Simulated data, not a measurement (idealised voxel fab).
Presented below is a process module, voxel wiring stack.
The figure presents cross-section cut, which has a width of 230 nm and is divided into square cells with an edge length of 5 nm.
Cross-section, as written here: a square-cell grid given band by band from the top down, where a band holds one or more rows of cells.
In this notation a band is specified by the heights of its top and bottom, in that order and in nm, after which its materials appear from left to right, each paired with its width in nm. The word "everywhere" attached to a single material means that material fills the band from edge to edge; the word "blank" stands for empty space.
Heads up on the height convention: 0 is the point under which the incoming wafer is all one material, and the lowest band has no bottom, it just keeps going down, like "from 0 down".
Width: "30->40" (first number = top row, second number = bottom row, same change from row to row of cells).
Reading "no alterations made" for a step: not a cell of the cross-section changed in it.
"Voids, enclosed" specifies each empty space that is not open to the top and that occupies no fewer than 8 cells, using the form width x height at distance, the distance measured from the left edge and all three quantities in nm.
Whatever follows a step's settings on its line is a remark the simulator itself makes about that step.
"overlay nm" answers the question of how far to the right of plan the mask lay on a step that has a mask, and when it is negative the answer is to the left.

Steps planned for the process
| 1 | op RECEIVE | material Si |
| 2 | op CONFORMAL_DEP | material SiO2 | thk nm 10 |
| 3 | op DIRECTIONAL_DEP | material TiN | thk nm 5 |
| 4 | op DIRECTIONAL_DEP | material Ru | thk nm 25 |
| 5 | op PATTERN | tone cover | mask id METAL_1 | material resist | width nm 20 | pitch nm 35 | thk nm 15 | overlay nm 0 |
| 6 | op DIRECTIONAL_ETCH | etch materials Ru | depth nm 25 |
| 7 | op DIRECTIONAL_ETCH | etch materials TiN | depth nm 5 |
| 8 | op STRIP | etch materials resist |
| 9 | op CONFORMAL_DEP | material SiCN | thk nm 5 |
| 10 | op FILL_DEP | material SiO2 | thk nm 10 |
| 11 | op CMP | height nm 40 |
| 12 | op CONFORMAL_DEP | material SiCN | thk nm 5 |
| 13 | op DIRECTIONAL_DEP | material SiO2 | thk nm 20 |
| 14 | op MASKED_ETCH | tone open | mask id PLUG_1 | width nm 15 | pitch nm 70 | etch materials SiO2 | depth nm 20 | overlay nm 0 |
| 15 | op MASKED_ETCH | tone open | mask id PLUG_1 | width nm 15 | pitch nm 70 | etch materials SiCN | depth nm 5 | overlay nm 0 |
| 16 | op EPI | material Ru | thk nm 10 |
| 17 | op EPI | material Ru | thk nm 10 |
| 18 | op EPI | material Ru | thk nm 5 |
| 19 | op CONFORMAL_DEP | material SiCN | thk nm 5 |
| 20 | op DIRECTIONAL_DEP | material SiO2 | thk nm 15 |
| 21 | op DIRECTIONAL_DEP | material aC | thk nm 10 |
| 22 | op PATTERN | tone open | mask id METAL_2 | material resist | width nm 20 | pitch nm 35 | thk nm 25 | overlay nm 0 |
| 23 | op DIRECTIONAL_ETCH | etch materials aC | depth nm 10 |
| 24 | op STRIP | etch materials resist |
| 25 | op DIRECTIONAL_ETCH | etch materials SiO2 | depth nm 15 |
| 26 | op DIRECTIONAL_ETCH | etch materials SiCN | depth nm 5 |
| 27 | op STRIP | etch materials aC |
| 28 | op CONFORMAL_DEP | material TiN | thk nm 5 |
| 29 | op FILL_DEP | material Ru | thk nm 10 |
| 30 | op CMP | height nm 85 |
| 31 | op CONFORMAL_DEP | material SiCN | thk nm 5 |
| 32 | op DIRECTIONAL_DEP | material SiO2 | thk nm 20 |
| 33 | op PATTERN | tone open | mask id PLUG_2 | material resist | width nm 15 | pitch nm 70 | thk nm 20 | overlay nm -15 |
| 34 | op DIRECTIONAL_ETCH | etch materials SiO2 | depth nm 20 |
| 35 | op DIRECTIONAL_ETCH | etch materials SiCN | depth nm 5 |
| 36 | op STRIP | etch materials resist |
| 37 | op CONFORMAL_DEP | material TiN | thk nm 5 |
| 38 | op FILL_DEP | material Ru | thk nm 5 |
| 39 | op CMP | height nm 110 |
| 40 | op CONFORMAL_DEP | material SiN | thk nm 5 |
| 41 | op DIRECTIONAL_DEP | material lowk | thk nm 20 |
| 42 | op PATTERN | tone open | mask id METAL_3 | material resist | width nm 20 | pitch nm 35 | thk nm 15 | overlay nm 0 |
| 43 | op DIRECTIONAL_ETCH | etch materials lowk | depth nm 20 |
| 44 | op DIRECTIONAL_ETCH | etch materials SiN | depth nm 5 |
| 45 | op STRIP | etch materials resist |
| 46 | op CONFORMAL_DEP | material TiN | thk nm 5 |
| 47 | op FILL_DEP | material Cu | thk nm 5 |
| 48 | op CMP | height nm 135 |
| 49 | op CONFORMAL_DEP | material SiCN | thk nm 5 |
| 50 | op DIRECTIONAL_DEP | material lowk | thk nm 25 |
| 51 | op MASKED_ETCH | tone open | mask id METAL_4_HOLES | width nm 15 | pitch nm 35 | etch materials lowk | depth nm 25 | overlay nm 0 |
| 52 | op MASKED_ETCH | tone open | mask id METAL_4 | width nm 20 | pitch nm 35 | etch materials lowk | depth nm 15 | overlay nm 0 |
| 53 | op MASKED_ETCH | tone open | mask id METAL_4 | width nm 20 | pitch nm 35 | etch materials SiCN | depth nm 5 | overlay nm 0 |
| 54 | op CONFORMAL_DEP | material TiN | thk nm 5 |
| 55 | op FILL_DEP | material Cu | thk nm 10 |
| 56 | op CMP | height nm 165 |
| 57 | op CONFORMAL_DEP | material SiCN | thk nm 5 |
The plan's step 33 overlay nm is the first wafer's value; the wafers differ in this setting and start identical.

The first of several wafers in cross-section, exactly as it reached us after step 1
- from 0 down: Si everywhere
- Voids, enclosed: none

Per-wafer rows below. For each material: cells gained (+) or lost (-) since the wafer was received, as of end of module. Then: closed voids
overlay nm -15; +60 Cu; +142 Ru; +260 SiCN; +30 SiN; +612 SiO2; +182 TiN; +278 lowk; Voids, enclosed: none
overlay nm -10; +60 Cu; +142 Ru; +260 SiCN; +30 SiN; +612 SiO2; +182 TiN; +278 lowk; Voids, enclosed: none
overlay nm -5; +60 Cu; +142 Ru; +260 SiCN; +30 SiN; +612 SiO2; +182 TiN; +278 lowk; Voids, enclosed: none
overlay nm 0; +60 Cu; +142 Ru; +260 SiCN; +30 SiN; +612 SiO2; +182 TiN; +278 lowk; Voids, enclosed: none
overlay nm 5; +60 Cu; +142 Ru; +260 SiCN; +30 SiN; +612 SiO2; +182 TiN; +278 lowk; Voids, enclosed: none
overlay nm 10; +60 Cu; +142 Ru; +260 SiCN; +30 SiN; +612 SiO2; +182 TiN; +278 lowk; Voids, enclosed: none
overlay nm 15; +60 Cu; +142 Ru; +260 SiCN; +30 SiN; +612 SiO2; +182 TiN; +278 lowk; Voids, enclosed: none
